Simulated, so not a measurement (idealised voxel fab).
A process module follows: voxel self aligned vias.
Cross-sectional view cut (width: 190 nm; square cell size: 5 nm).
This document writes a cross-section as a grid whose cells are square, and gives it as bands, listed from the top down; one or more rows of cells form a band.
Band: top height; bottom height; in nm. Then, left to right: material with width in nm, for each material. "throughout": a single material spanning edge to edge. "air": empty space.
Height 0 is the level under which the wafer as received is all one material. The lowest band goes on downwards, as in "top 0, no bottom".
Quick explanation for "30..40": the width changes in equal steps down the rows of cells, from the first number in the band's top row to the second number in its bottom row.
Reading "no modification" for a step: not a cell of the cross-section changed in it.
"Unvented voids": empty spaces of 8 cells or more with no open way to the top, each given as width x height at distance, distance from the left edge, all in nm.
What comes after the settings on a step's line is commentary from the simulator itself on that step.
When a step includes a mask, the "overlay nm" setting on its line states how far to the right of its planned place that mask lay, and negative values state how far to the left.

-- Intended process steps
| 1 | RECEIVE (material Si) |
| 2 | CONFORMAL_DEP (material SiO2; thk nm 15) |
| 3 | CONFORMAL_DEP (material SiCN; thk nm 5) |
| 4 | DIRECTIONAL_DEP (material lowk; thk nm 20) |
| 5 | MASKED_ETCH (tone open; mask id LINES; width nm 25; pitch nm 70; etch materials lowk; depth nm 20; overlay nm 0) |
| 6 | CONFORMAL_DEP (material TiN; thk nm 5) |
| 7 | FILL_DEP (material W; thk nm 5) |
| 8 | CMP (height nm 40) |
| 9 | SELECTIVE_ETCH (etch materials W Ru TiN; depth nm 5) |
| 10 | FILL_DEP (material SiN; thk nm 10) |
| 11 | CMP (height nm 40) |
| 12 | DIRECTIONAL_DEP (material lowk; thk nm 15) |
| 13 | DIRECTIONAL_DEP (material aC; thk nm 10) |
| 14 | PATTERN (tone open; mask id VIAS; material resist; width nm 45; thk nm 25; overlay nm 0) |
| 15 | DIRECTIONAL_ETCH (etch materials aC; depth nm 10) |
| 16 | STRIP (etch materials resist) |
| 17 | DIRECTIONAL_ETCH (etch materials lowk; depth nm 15) |
| 18 | DIRECTIONAL_ETCH (etch materials SiN; depth nm 5) |
| 19 | STRIP (etch materials aC) |
| 20 | CONFORMAL_DEP (material TiN; thk nm 5) |
| 21 | FILL_DEP (material Cu; thk nm 10) |
| 22 | CMP (height nm 55) |
| 23 | CONFORMAL_DEP (material SiN; thk nm 5) |

-- Account of the first of two wafers, which was processed as intended

-- Wafer at receipt (post step 1), cross-section
* top 0, no bottom  Si throughout
* Unvented voids: none

-- Wafer after step 2 (cross-section)
* top 15, bottom 0  SiO2 throughout
* Everything under 0 stays put, no change at all.

-- Wafer after step 3 (cross-section)
* top 20, bottom 15  SiCN throughout
* Everything under 15 stays put, no change at all.

-- Wafer after step 4 (cross-section)
* top 40, bottom 20  lowk throughout
* Everything under 20 stays put, no change at all.

-- Wafer after step 5 (cross-section)
* top 40, bottom 20  lowk 45 nm | air 25 nm | lowk 45 nm | air 25 nm | lowk 50 nm
* Everything under 20 stays put, no change at all.

-- Wafer after step 6 (cross-section)
* top 45, bottom 40  TiN 50 nm | air 15 nm | TiN 55 nm | air 15 nm | TiN 55 nm
* top 40, bottom 25  lowk 45 nm | TiN 5 nm | air 15 nm | TiN 5 nm | lowk 45 nm | TiN 5 nm | air 15 nm | TiN 5 nm | lowk 50 nm
* top 25, bottom 20  lowk 45 nm | TiN 25 nm | lowk 45 nm | TiN 25 nm | lowk 50 nm
* Everything under 20 stays put, no change at all.

-- Wafer after step 7 (cross-section)
* top 50, bottom 45  W throughout
* top 45, bottom 40  TiN 50 nm | W 15 nm | TiN 55 nm | W 15 nm | TiN 55 nm
* top 40, bottom 25  lowk 45 nm | TiN 5 nm | W 15 nm | TiN 5 nm | lowk 45 nm | TiN 5 nm | W 15 nm | TiN 5 nm | lowk 50 nm
* Everything under 25 stays put, no change at all.

-- Wafer after step 8 (cross-section)
* top 40, bottom 25  lowk 45 nm | TiN 5 nm | W 15 nm | TiN 5 nm | lowk 45 nm | TiN 5 nm | W 15 nm | TiN 5 nm | lowk 50 nm
* Everything under 25 stays put, no change at all.

-- Wafer after step 9 (cross-section)
* top 40, bottom 35  lowk 45 nm | air 25 nm | lowk 45 nm | air 25 nm | lowk 50 nm
* Everything under 35 stays put, no change at all.

-- Wafer after step 10 (cross-section)
* top 50, bottom 40  SiN throughout
* top 40, bottom 35  lowk 45 nm | SiN 25 nm | lowk 45 nm | SiN 25 nm | lowk 50 nm
* Everything under 35 stays put, no change at all.

-- Wafer after step 11 (cross-section)
* top 40, bottom 35  lowk 45 nm | SiN 25 nm | lowk 45 nm | SiN 25 nm | lowk 50 nm
* Everything under 35 stays put, no change at all.

-- Wafer after step 12 (cross-section)
* top 55, bottom 40  lowk throughout
* Everything under 40 stays put, no change at all.

-- Wafer after step 13 (cross-section)
* top 65, bottom 55  aC throughout
* Everything under 55 stays put, no change at all.

-- Wafer after step 14 (cross-section)
* top 90, bottom 65  resist 35 nm | air 45 nm | resist 110 nm
* Everything under 65 stays put, no change at all.

-- Wafer after step 15 (cross-section)
* top 80, bottom 65  resist 35 nm | air 45 nm | resist 110 nm
* top 65, bottom 55  aC 35 nm | air 45 nm | aC 110 nm
* Everything under 55 stays put, no change at all.

-- Wafer after step 16 (cross-section)
* top 65, bottom 55  aC 35 nm | air 45 nm | aC 110 nm
* Everything under 55 stays put, no change at all.

-- Wafer after step 17 (cross-section)
* top 65, bottom 55  aC 35 nm | air 45 nm | aC 110 nm
* top 55, bottom 40  lowk 35 nm | air 45 nm | lowk 110 nm
* Everything under 40 stays put, no change at all.

-- Wafer after step 18 (cross-section)
* top 65, bottom 55  aC 35 nm | air 45 nm | aC 110 nm
* top 55, bottom 40  lowk 35 nm | air 45 nm | lowk 110 nm
* top 40, bottom 35  lowk 45 nm | air 25 nm | lowk 45 nm | SiN 25 nm | lowk 50 nm
* Everything under 35 stays put, no change at all.

-- Wafer after step 19 (cross-section)
* top 55, bottom 40  lowk 35 nm | air 45 nm | lowk 110 nm
* Everything under 40 stays put, no change at all.

-- Wafer after step 20 (cross-section)
* top 60, bottom 55  TiN 40 nm | air 35 nm | TiN 115 nm
* top 55, bottom 45  lowk 35 nm | TiN 5 nm | air 35 nm | TiN 5 nm | lowk 110 nm
* top 45, bottom 40  lowk 35 nm | TiN 15 nm | air 15 nm | TiN 15 nm | lowk 110 nm
* top 40, bottom 35  lowk 45 nm | TiN 25 nm | lowk 45 nm | SiN 25 nm | lowk 50 nm
* Everything under 35 stays put, no change at all.

-- Wafer after step 21 (cross-section)
* top 70, bottom 60  Cu throughout
* top 60, bottom 55  TiN 40 nm | Cu 35 nm | TiN 115 nm
* top 55, bottom 45  lowk 35 nm | TiN 5 nm | Cu 35 nm | TiN 5 nm | lowk 110 nm
* top 45, bottom 40  lowk 35 nm | TiN 15 nm | Cu 15 nm | TiN 15 nm | lowk 110 nm
* Everything under 40 stays put, no change at all.

-- Wafer after step 22 (cross-section)
* top 55, bottom 45  lowk 35 nm | TiN 5 nm | Cu 35 nm | TiN 5 nm | lowk 110 nm
* Everything under 45 stays put, no change at all.

-- Wafer after step 23 (cross-section)
* top 60, bottom 55  SiN throughout
* Everything under 55 stays put, no change at all.

-- What follows concerns the second wafer, which started out like the first and was meant to follow the very same plan; one mistake crept in when it was run, but everything up to and including step 13 is the same as for the first wafer

-- Second wafer, cut view, end of step 14 per plan
* top 90, bottom 65  resist 35 nm | air 50 nm | resist 105 nm
* Everything under 65 stays put, no change at all.

-- Second wafer, cut view, end of step 15 per plan
* top 80, bottom 65  resist 35 nm | air 50 nm | resist 105 nm
* top 65, bottom 55  aC 35 nm | air 50 nm | aC 105 nm
* Everything under 55 stays put, no change at all.

-- Second wafer, cut view, end of step 16 per plan
* top 65, bottom 55  aC 35 nm | air 50 nm | aC 105 nm
* Everything under 55 stays put, no change at all.

-- Second wafer, cut view, end of step 17 per plan
* top 65, bottom 55  aC 35 nm | air 50 nm | aC 105 nm
* top 55, bottom 40  lowk 35 nm | air 50 nm | lowk 105 nm
* Everything under 40 stays put, no change at all.

-- Second wafer, cut view, end of step 18 per plan
* top 65, bottom 55  aC 35 nm | air 50 nm | aC 105 nm
* top 55, bottom 40  lowk 35 nm | air 50 nm | lowk 105 nm
* top 40, bottom 35  lowk 45 nm | air 25 nm | lowk 45 nm | SiN 25 nm | lowk 50 nm
* Everything under 35 stays put, no change at all.

-- Second wafer, cut view, end of step 19 per plan
* top 55, bottom 40  lowk 35 nm | air 50 nm | lowk 105 nm
* Everything under 40 stays put, no change at all.

-- Second wafer, cut view, end of step 20 per plan
* top 60, bottom 55  TiN 40 nm | air 40 nm | TiN 110 nm
* top 55, bottom 45  lowk 35 nm | TiN 5 nm | air 40 nm | TiN 5 nm | lowk 105 nm
* top 45, bottom 40  lowk 35 nm | TiN 15 nm | air 15 nm | TiN 20 nm | lowk 105 nm
* top 40, bottom 35  lowk 45 nm | TiN 25 nm | lowk 45 nm | SiN 25 nm | lowk 50 nm
* Everything under 35 stays put, no change at all.

-- Second wafer, cut view, end of step 21 per plan
* top 70, bottom 60  Cu throughout
* top 60, bottom 55  TiN 40 nm | Cu 40 nm | TiN 110 nm
* top 55, bottom 45  lowk 35 nm | TiN 5 nm | Cu 40 nm | TiN 5 nm | lowk 105 nm
* top 45, bottom 40  lowk 35 nm | TiN 15 nm | Cu 15 nm | TiN 20 nm | lowk 105 nm
* Everything under 40 stays put, no change at all.

-- Second wafer, cut view, end of step 22 per plan
* top 55, bottom 45  lowk 35 nm | TiN 5 nm | Cu 40 nm | TiN 5 nm | lowk 105 nm
* Everything under 45 stays put, no change at all.

-- Second wafer, cut view, end of step 23 per plan
* top 60, bottom 55  SiN throughout
* Everything under 55 stays put, no change at all.
It is concluded that the wafer was processed incorrectly with respect to the plan, in that contrary to plan, step 14 was performed as PATTERN (tone open; mask id VIAS; material resist; width nm 50; thk nm 25; overlay nm 0)
At the finish, the second wafer shows more or fewer cells for some materials than the first does: Cu +2; TiN +1; lowk -3
